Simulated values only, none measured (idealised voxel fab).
This is a process module. Its name is voxel double patterning.
In the cross-section labelled cut, the width is 220 nm and each square cell is 5 nm.
Heads up, the way a cross-section reads in here is a grid of square cells, handed over as bands from the top down, with every band being one or more rows of cells. Top height, bottom height, nm. Materials left to right, width each, nm. Single material + "full width" = fills band edge to edge. "air" = empty. Heights are expressed relative to 0, this being the level below which the as-received wafer comprises one material exclusively. The lowest band is unbounded in the downward direction and is denoted as in "0 down". Read "30->40" as a graded width: first number on top, second number at the bottom, same change between each pair of neighbouring rows. Given "nothing got changed" for a step, no cell of the cross-section differs between before and after that step. Entry "Unvented voids" = empty spaces >= 8 cells with no open way to the top; each as width x height at distance, distance from left edge, all nm. Formally, on a step line, whatever follows the settings is a remark that the simulator itself makes on the step. The "overlay nm" setting may appear on a step's line; for a step that uses a mask, it gives how far to the right of its planned position the mask lay, and a negative value indicates the left.

-- These are the steps we planned for the process
1,RECEIVE [material Si]
2,CONFORMAL_DEP [material SiO2] [thk nm 5]
3,DIRECTIONAL_DEP [material TiN] [thk nm 10]
4,DIRECTIONAL_DEP [material SiCN] [thk nm 5]
5,DIRECTIONAL_DEP [material aC] [thk nm 10]
6,PATTERN [tone open] [mask id FIRST] [material resist] [width nm 15] [pitch nm 50] [thk nm 25] [overlay nm 0]
7,DIRECTIONAL_ETCH [etch materials aC] [depth nm 10]
8,STRIP [etch materials resist]
9,DIRECTIONAL_ETCH [etch materials SiCN] [depth nm 5]
10,STRIP [etch materials aC]
11,MASKED_ETCH [tone open] [mask id SECOND] [width nm 15] [pitch nm 50] [etch materials SiCN] [depth nm 5] [overlay nm 0]
12,DIRECTIONAL_ETCH [etch materials TiN] [depth nm 10]
13,STRIP [etch materials SiCN]

-- First of two wafers: run as planned

-- Cross-section of the wafer as it came to us, i.e., already through step 1
- 0 down: Si full width
- Unvented voids: none

-- You're looking at a cross-section of the wafer after step 2
- 5 to 0: SiO2 full width
- Below a height of 0, the structure has not been altered.

-- You're looking at a cross-section of the wafer after step 3
- 15 to 5: TiN full width
- Below a height of 5, the structure has not been altered.

-- You're looking at a cross-section of the wafer after step 4
- 20 to 15: SiCN full width
- Below a height of 15, the structure has not been altered.

-- You're looking at a cross-section of the wafer after step 5
- 30 to 20: aC full width
- Below a height of 20, the structure has not been altered.

-- You're looking at a cross-section of the wafer after step 6
- 55 to 30: 50 nm resist, then 15 nm air, then 35 nm resist, then 15 nm air, then 35 nm resist, then 15 nm air, then 55 nm resist
- Below a height of 30, the structure has not been altered.

-- You're looking at a cross-section of the wafer after step 7
- 45 to 30: 50 nm resist, then 15 nm air, then 35 nm resist, then 15 nm air, then 35 nm resist, then 15 nm air, then 55 nm resist
- 30 to 20: 50 nm aC, then 15 nm air, then 35 nm aC, then 15 nm air, then 35 nm aC, then 15 nm air, then 55 nm aC
- Below a height of 20, the structure has not been altered.

-- You're looking at a cross-section of the wafer after step 8
- 30 to 20: 50 nm aC, then 15 nm air, then 35 nm aC, then 15 nm air, then 35 nm aC, then 15 nm air, then 55 nm aC
- Below a height of 20, the structure has not been altered.

-- You're looking at a cross-section of the wafer after step 9
- 30 to 20: 50 nm aC, then 15 nm air, then 35 nm aC, then 15 nm air, then 35 nm aC, then 15 nm air, then 55 nm aC
- 20 to 15: 50 nm SiCN, then 15 nm air, then 35 nm SiCN, then 15 nm air, then 35 nm SiCN, then 15 nm air, then 55 nm SiCN
- Below a height of 15, the structure has not been altered.

-- You're looking at a cross-section of the wafer after step 10
- 20 to 15: 50 nm SiCN, then 15 nm air, then 35 nm SiCN, then 15 nm air, then 35 nm SiCN, then 15 nm air, then 55 nm SiCN
- Below a height of 15, the structure has not been altered.

-- You're looking at a cross-section of the wafer after step 11
- 20 to 15: 50 nm SiCN, then 15 nm air, then 10 nm SiCN, then 15 nm air, then 10 nm SiCN, then 15 nm air, then 10 nm SiCN, then 15 nm air, then 10 nm SiCN, then 15 nm air, then 55 nm SiCN
- Below a height of 15, the structure has not been altered.

-- You're looking at a cross-section of the wafer after step 12
- 20 to 15: 50 nm SiCN, then 15 nm air, then 10 nm SiCN, then 15 nm air, then 10 nm SiCN, then 15 nm air, then 10 nm SiCN, then 15 nm air, then 10 nm SiCN, then 15 nm air, then 55 nm SiCN
- 15 to 5: 50 nm TiN, then 15 nm air, then 10 nm TiN, then 15 nm air, then 10 nm TiN, then 15 nm air, then 10 nm TiN, then 15 nm air, then 10 nm TiN, then 15 nm air, then 55 nm TiN
- Below a height of 5, the structure has not been altered.

-- You're looking at a cross-section of the wafer after step 13
- 15 to 5: 50 nm TiN, then 15 nm air, then 10 nm TiN, then 15 nm air, then 10 nm TiN, then 15 nm air, then 10 nm TiN, then 15 nm air, then 10 nm TiN, then 15 nm air, then 55 nm TiN
- Below a height of 5, the structure has not been altered.

-- Wafer two of the pair: same origin, same plan, one error during the run; identical to wafer one up to and including step 4

-- Second wafer shown in cross-section at the time step 5 was slated to end
- 30 to 20: SiO2 full width
- Below a height of 20, the structure has not been altered.

-- Second wafer shown in cross-section at the time step 6 was slated to end
- 55 to 30: 50 nm resist, then 15 nm air, then 35 nm resist, then 15 nm air, then 35 nm resist, then 15 nm air, then 55 nm resist
- Below a height of 30, the structure has not been altered.

-- Second wafer shown in cross-section at the time step 7 was slated to end
- 45 to 30: 50 nm resist, then 15 nm air, then 35 nm resist, then 15 nm air, then 35 nm resist, then 15 nm air, then 55 nm resist
- Below a height of 30, the structure has not been altered.

-- Second wafer shown in cross-section at the time step 8 was slated to end
- 30 to 20: SiO2 full width
- Below a height of 20, the structure has not been altered.

Second wafer shown in cross-section at the time step 9 was slated to end: nothing got changed

Second wafer shown in cross-section at the time step 10 was slated to end: nothing got changed

Second wafer shown in cross-section at the time step 11 was slated to end: nothing got changed

Second wafer shown in cross-section at the time step 12 was slated to end: nothing got changed

Second wafer shown in cross-section at the time step 13 was slated to end: nothing got changed
Error vs. plan: step 5 ran differently from the plan; actual operation with settings: DIRECTIONAL_DEP [material SiO2] [thk nm 10]
The final cell counts differ between the wafers, with the second having more or fewer of some materials than the first: SiCN +44; SiO2 +88; TiN +30
